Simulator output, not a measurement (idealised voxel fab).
Module name: voxel self aligned vias (process module)
The figure presents cross-section cut, which has a width of 235 nm and is divided into square cells with an edge length of 5 nm.
This document writes a cross-section as a grid whose cells are square, and gives it as bands, listed from the top down; one or more rows of cells form a band.
Each band's line starts with the height of the band's top and of its bottom, in nm. Then come its materials from left to right, each with its width in nm. One material with "everywhere" fills the band from edge to edge. "empty" is empty space.
It should be noted that heights are counted from 0, beneath which the wafer as supplied is of one material throughout, and that the lowest band possesses no lower boundary but continues downward, as written in "0 -> down".
The notation "30->40" denotes a width that varies across the rows of cells in the band, beginning at the first number in the top row, finishing at the second number in the bottom row, and changing by an identical amount from each row to the next.
What does "no modifications" mean for a step? It means no cell of the cross-section changed in that step.
Look at "Trapped voids" for the closed voids: empty spaces with no open path to the top, sized 8 cells or up. Each is width x height at distance, distance from the left edge, all nm.
Heads up: the bit after the settings on a step's line is the simulator's remark on that step.
Each step line may optionally specify "overlay nm", which for a step with a mask gives the rightward distance between the mask's planned place and where it lay, a negative value indicating the leftward direction.

**List of planned process steps**
1. RECEIVE (material Si)
2. CONFORMAL_DEP (material SiO2; thk nm 10)
3. CONFORMAL_DEP (material SiCN; thk nm 5)
4. DIRECTIONAL_DEP (material lowk; thk nm 20)
5. PATTERN (tone open; mask id LINES; material resist; width nm 25; pitch nm 65; thk nm 15; overlay nm 0)
6. DIRECTIONAL_ETCH (etch materials lowk; depth nm 20)
7. STRIP (etch materials resist)
8. CONFORMAL_DEP (material TiN; thk nm 5)
9. FILL_DEP (material Ru; thk nm 5)
10. CMP (height nm 35)
11. SELECTIVE_ETCH (etch materials W Ru TiN; depth nm 10)
12. FILL_DEP (material SiN; thk nm 10)
13. CMP (height nm 35)
14. DIRECTIONAL_DEP (material lowk; thk nm 20)
15. DIRECTIONAL_DEP (material aC; thk nm 10)
16. PATTERN (tone open; mask id VIAS; material resist; width nm 35; thk nm 30; overlay nm 0)
17. DIRECTIONAL_ETCH (etch materials aC; depth nm 10)
18. STRIP (etch materials resist)
19. DIRECTIONAL_ETCH (etch materials lowk; depth nm 20)
20. DIRECTIONAL_ETCH (etch materials SiN; depth nm 10)
21. STRIP (etch materials aC)
22. CONFORMAL_DEP (material TiN; thk nm 5)
23. FILL_DEP (material W; thk nm 10)
24. CMP (height nm 55)
25. CONFORMAL_DEP (material SiN; thk nm 5)

**As received (post step 1): cross-section**
    0 -> down = Si everywhere
    Trapped voids: none

**Starting structure and process plan are as shown above, but one mistake was made in running the module; the wafer cross-section at the end of the module follows**
    60 -> 55 = SiN everywhere
    55 -> 35 = lowk: 65 / TiN: 5 / W: 25 / TiN: 5 / lowk: 135
    35 -> 30 = SiN: 65 / TiN: 5 / W: 25 / TiN: 5 / SiN: 135
    30 -> 25 = SiN: 65 / TiN: 35 / SiN: 135
    25 -> 10 = lowk: 70 / TiN: 5 / Ru: 15 / TiN: 5 / lowk: 40 / TiN: 5 / Ru: 15 / TiN: 5 / lowk: 75
    10 -> 5 = lowk: 70 / TiN: 25 / lowk: 40 / TiN: 25 / lowk: 75
    5 -> 0 = SiCN everywhere
    0 -> down = Si everywhere
    Trapped voids: none
what went wrong: plan step 2: skipped, not run
